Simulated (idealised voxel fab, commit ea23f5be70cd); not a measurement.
This section sets out a process module, namely voxel quadruple lines.
Cross-sectional view cut (width: 170 nm; square cell size: 5 nm).
This document writes a cross-section as a grid whose cells are square, and gives it as bands, listed from the top down; one or more rows of cells form a band. Per band: top height and bottom height in nm, followed by the left-to-right materials and their widths in nm; "throughout" marks a single material spanning edge to edge, "empty" marks empty space. Heights from 0 (as-received wafer is one material below). Bottom band endless downward, as "0 down". A width given as "30..40" starts at the first number in the band's top row and ends at the second number in its bottom row, shifting by an equal amount at every step from row to row. Any step labelled "same as before" changed none of the cells in the cross-section. If an empty space has no open way to the top and is at least 8 cells in size, "Enclosed void entries" lists it, written width x height at distance, where distance is measured from the left edge and every value is in nm. Post-settings text on a step line: simulator's own remark regarding the step. Steps that use a mask can have "overlay nm" on their line. It says how far the mask sat to the right of where it was meant to be. Negative means to the left.

So here's the lineup of process steps we planned:
1,RECEIVE, material Si
2,CONFORMAL_DEP, material Al2O3, thk nm 10
3,DIRECTIONAL_DEP, material Ru, thk nm 15
4,DIRECTIONAL_DEP, material polySi, thk nm 20
5,DIRECTIONAL_DEP, material aC, thk nm 25
6,PATTERN, tone cover, mask id MANDREL, material resist, width nm 30, thk nm 30, overlay nm 0
7,DIRECTIONAL_ETCH, etch materials aC, depth nm 25
8,STRIP, etch materials resist
9,CONFORMAL_DEP, material SiO2, thk nm 10
10,DIRECTIONAL_ETCH, etch materials SiO2, depth nm 10
11,STRIP, etch materials aC
12,DIRECTIONAL_ETCH, etch materials polySi, depth nm 20
13,STRIP, etch materials SiO2
14,CONFORMAL_DEP, material SiN, thk nm 10
15,DIRECTIONAL_ETCH, etch materials SiN, depth nm 10
16,STRIP, etch materials polySi
17,DIRECTIONAL_ETCH, etch materials Ru, depth nm 15
18,STRIP, etch materials SiN
19,FILL_DEP, material SiO2, thk nm 10
20,CMP, height nm 25

The cross-section here shows the wafer as received, i.e. in its state after step 1:
> 0 down = Si throughout
> Enclosed void entries: none

The first of the two wafers as seen in cross-section once the module was finished; processing followed the plan:
> 25 to 10 = SiO2: 50, Ru: 10, SiO2: 10, Ru: 10, SiO2: 10, Ru: 10, SiO2: 10, Ru: 10, SiO2: 50
> 10 to 0 = Al2O3 throughout
> 0 down = Si throughout
> Enclosed void entries: none

Second wafer cross-section at end of module - shared start and plan with the first, one mistake in the run:
> 25 to 10 = SiO2: 50, Ru: 10, SiO2: 10, Ru: 10, SiO2: 10, Ru: 10, SiO2: 10, Ru: 10, SiO2: 50
> 10 to 0 = Ru throughout
> 0 down = Si throughout
> Enclosed void entries: none
What was done differently from what was planned? step 2 ran as: CONFORMAL_DEP, material Ru, thk nm 10
The final cell counts differ between the wafers, with the second having more or fewer of some materials than the first: Al2O3: 68 fewer, Ru: 68 more
